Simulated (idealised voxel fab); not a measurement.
Title: Process Module voxel ribs on slabs
We display cut, a cross-section 270 nm in width whose square cells are each 5 nm.
How to read a cross-section here: the picture is a grid of square cells, written as bands going from the top down, and any band can span one or more rows of cells. Within each band entry, the heights of the top and of the bottom of the band appear first, in that order and in nm; the materials of the band then follow from left to right, each with its corresponding width in nm. The designation "throughout" on a single material indicates that it fills the band from edge to edge; the designation "blank" indicates empty space. A quick word on heights: they are counted from 0, and under that level the wafer as it came to us is one material throughout. The lowest band is different from the rest in having no bottom; it simply continues downward, written as in "z 0 and below". When a width is written as two numbers, as in "30..40", the first number is the width in the top row of cells of the band and the second is the width in its bottom row, and the width changes by the same amount from each row to the next. "no change" (step): cross-section cells unchanged, all of them. The list in "Enclosed empty spaces" covers empty spaces of 8 cells or more that cannot reach the top through any open way, and it gives each as width x height at distance; the distance is from the left edge, and width, height and distance are in nm. That trailing text on a step's line, after the settings, is the simulator's own remark on the step. For masked steps, "overlay nm" on the step line gives how far right of plan the mask actually lay; a minus sign means it lay to the left.

Planned step list for the process
1 RECEIVE: material Si
2 DIRECTIONAL_DEP: material SiO2, thk nm 30
3 DIRECTIONAL_DEP: material polySi, thk nm 15
4 MASKED_ETCH: tone cover, mask id RIB, width nm 15, etch materials polySi, depth nm 10, overlay nm 0
5 PATTERN: tone cover, mask id SLAB, material resist, width nm 65, thk nm 15, overlay nm 0
6 DIRECTIONAL_ETCH: etch materials polySi, depth nm 5
7 STRIP: etch materials resist
8 FILL_DEP: material SiO2, thk nm 25
9 CMP: height nm 65
10 DIRECTIONAL_DEP: material W, thk nm 10
11 MASKED_ETCH: tone cover, mask id HEATER, width nm 25, etch materials W, depth nm 10, overlay nm 0
12 CONFORMAL_DEP: material SiO2, thk nm 10

Incoming wafer in cross-section (state: after step 1)
  z 0 and below = Si throughout
  Enclosed empty spaces: none

As-planned run: cross-section of the first of two wafers at end of module
  z 85 to 75 = blank 110 nm | SiO2 45 nm | blank 115 nm
  z 75 to 65 = SiO2 120 nm | W 25 nm | SiO2 125 nm
  z 65 to 45 = SiO2 throughout
  z 45 to 35 = SiO2 125 nm | polySi 15 nm | SiO2 130 nm
  z 35 to 30 = SiO2 100 nm | polySi 65 nm | SiO2 105 nm
  z 30 to 0 = SiO2 throughout
  z 0 and below = Si throughout
  Enclosed empty spaces: none

What the second wafer looks like in cross-section once the module is done. Its start and its plan matched the first wafer's exactly; what differed was one mistake in how it was run
  z 85 to 75 = blank 115 nm | SiO2 45 nm | blank 110 nm
  z 75 to 65 = SiO2 125 nm | W 25 nm | SiO2 120 nm
  z 65 to 45 = SiO2 throughout
  z 45 to 35 = SiO2 125 nm | polySi 15 nm | SiO2 130 nm
  z 35 to 30 = SiO2 100 nm | polySi 65 nm | SiO2 105 nm
  z 30 to 0 = SiO2 throughout
  z 0 and below = Si throughout
  Enclosed empty spaces: none
Deviation from plan: in deviation from the planned setting, step 11 was conducted as MASKED_ETCH: tone cover, mask id HEATER, width nm 25, etch materials W, depth nm 10, overlay nm 5
So at the finish, the second wafer's got exactly as many cells of each material as the first, just not in the same spots.
